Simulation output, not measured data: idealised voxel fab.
process module | voxel capacitor over wiring
cross-section cut | 260 nm wide | cells 5 nm
A cross-section is a grid of square cells, given in bands from the top down. A band is one or more rows of cells.
Each band's line starts with the height of the band's top and of its bottom, in nm. Then come its materials from left to right, each with its width in nm. One material with "throughout" fills the band from edge to edge. "air" is empty space.
Height 0 is the level under which the wafer as received is all one material. The lowest band goes on downwards, as in "0 down".
A width such as "30 to 40" changes by the same amount from each row of cells to the next, from the band's top row to its bottom row.
"no change" after a step means that no cell of the cross-section changed.
closed voids: empty space of 8 cells or more with no open way to the top, each as width x height at its distance from the left edge, in nm
after a step's settings: what the simulator itself notes on the step
overlay nm, on a step with a mask: how far to the right of its planned place the mask lay; to the left if negative
plan
1 op RECEIVE | material Si
2 op CONFORMAL_DEP | material SiO2 | thk nm 10
3 op DIRECTIONAL_DEP | material TiN | thk nm 5
4 op DIRECTIONAL_DEP | material W | thk nm 15
5 op MASKED_ETCH | tone cover | mask id METAL_1 | width nm 30 | pitch nm 100 | etch materials W | depth nm 15 | overlay nm 0
6 op MASKED_ETCH | tone cover | mask id METAL_1 | width nm 30 | pitch nm 100 | etch materials TiN | depth nm 5 | overlay nm 0
7 op CONFORMAL_DEP | material SiN | thk nm 5
8 op FILL_DEP | material lowk | thk nm 10
9 op CMP | height nm 30
10 op CONFORMAL_DEP | material SiCN | thk nm 5
11 op DIRECTIONAL_DEP | material lowk | thk nm 15
12 op MASKED_ETCH | tone open | mask id PLUG_1 | width nm 15 | etch materials lowk | depth nm 15 | overlay nm 0
13 op MASKED_ETCH | tone open | mask id PLUG_1 | width nm 15 | etch materials SiCN | depth nm 5 | overlay nm 0
14 op EPI | material Ru | thk nm 10
15 op EPI | material Ru | thk nm 10
16 op DIRECTIONAL_DEP | material TiN | thk nm 5
17 op DIRECTIONAL_DEP | material HfO2 | thk nm 5
18 op DIRECTIONAL_DEP | material TiN | thk nm 10
19 op DIRECTIONAL_DEP | material aC | thk nm 15
20 op PATTERN | tone cover | mask id UPPER_PLATE | material resist | width nm 75 | thk nm 35 | overlay nm 0
21 op DIRECTIONAL_ETCH | etch materials aC | depth nm 15
22 op STRIP | etch materials resist
23 op DIRECTIONAL_ETCH | etch materials TiN | depth nm 10
24 op DIRECTIONAL_ETCH | etch materials HfO2 | depth nm 5
25 op STRIP | etch materials aC
26 op DIRECTIONAL_DEP | material aC | thk nm 15
27 op PATTERN | tone cover | mask id LOWER_PLATE | material resist | width nm 85 | thk nm 30 | overlay nm 0
28 op DIRECTIONAL_ETCH | etch materials aC | depth nm 15
29 op STRIP | etch materials resist
30 op DIRECTIONAL_ETCH | etch materials TiN | depth nm 5
31 op STRIP | etch materials aC
32 op FILL_DEP | material SiO2 | thk nm 15
33 op CMP | height nm 80
34 op DIRECTIONAL_DEP | material aC | thk nm 10
35 op PATTERN | tone open | mask id PLUG_2 | material resist | width nm 15 | thk nm 25 | overlay nm 0
36 op DIRECTIONAL_ETCH | etch materials aC | depth nm 10
37 op STRIP | etch materials resist
38 op DIRECTIONAL_ETCH | etch materials SiO2 | depth nm 10
39 op STRIP | etch materials aC
40 op CONFORMAL_DEP | material TiN | thk nm 5
41 op FILL_DEP | material Cu | thk nm 5
42 op CMP | height nm 80
43 op CONFORMAL_DEP | material SiN | thk nm 5
varied across the wafers: thk nm of step 40. The plan shows the first wafer's value. All wafers start alike
first wafer as received, after step 1
  0 down: Si throughout
  closed voids: none
first wafer at the end, after step 43
  85 to 80: SiN throughout
  80 to 75: SiO2 90 | TiN 5 | Cu 5 | TiN 5 | SiO2 155
  75 to 70: SiO2 90 | TiN 15 | SiO2 155
  70 to 60: SiO2 80 | TiN 75 | SiO2 105
  60 to 55: SiO2 80 | HfO2 75 | SiO2 105
  55 to 50: SiO2 75 | TiN 85 | SiO2 100
  50 to 35: lowk 80 | Ru 15 | lowk 165
  35 to 30: SiCN 80 | Ru 15 | SiCN 165
  30 to 15: lowk 60 | SiN 5 | W 30 | SiN 5 | lowk 60 | SiN 5 | W 30 | SiN 5 | lowk 60
  15 to 10: SiN 65 | TiN 30 | SiN 70 | TiN 30 | SiN 65
  10 to 0: SiO2 throughout
  0 down: Si throughout
  closed voids: none
last wafer at the end
  85 to 80: SiN throughout
  80 to 70: SiO2 90 | TiN 15 | SiO2 155
  70 to 60: SiO2 80 | TiN 75 | SiO2 105
  60 to 55: SiO2 80 | HfO2 75 | SiO2 105
  55 to 50: SiO2 75 | TiN 85 | SiO2 100
  50 to 35: lowk 80 | Ru 15 | lowk 165
  35 to 30: SiCN 80 | Ru 15 | SiCN 165
  30 to 15: lowk 60 | SiN 5 | W 30 | SiN 5 | lowk 60 | SiN 5 | W 30 | SiN 5 | lowk 60
  15 to 10: SiN 65 | TiN 30 | SiN 70 | TiN 30 | SiN 65
  10 to 0: SiO2 throughout
  0 down: Si throughout
  closed voids: none
each wafer at the end: cells of each material gained (+) or lost (-) since it was received, then its closed voids
thk nm 5 | +1 Cu | +15 HfO2 | +12 Ru | +49 SiCN | +104 SiN | +348 SiO2 | +64 TiN | +36 W | +255 lowk | closed voids: none
thk nm 10 | +15 HfO2 | +12 Ru | +49 SiCN | +104 SiN | +348 SiO2 | +65 TiN | +36 W | +255 lowk | closed voids: none
thk nm 15 | +15 HfO2 | +12 Ru | +49 SiCN | +104 SiN | +348 SiO2 | +65 TiN | +36 W | +255 lowk | closed voids: none
thk nm 20 | +15 HfO2 | +12 Ru | +49 SiCN | +104 SiN | +348 SiO2 | +65 TiN | +36 W | +255 lowk | closed voids: none
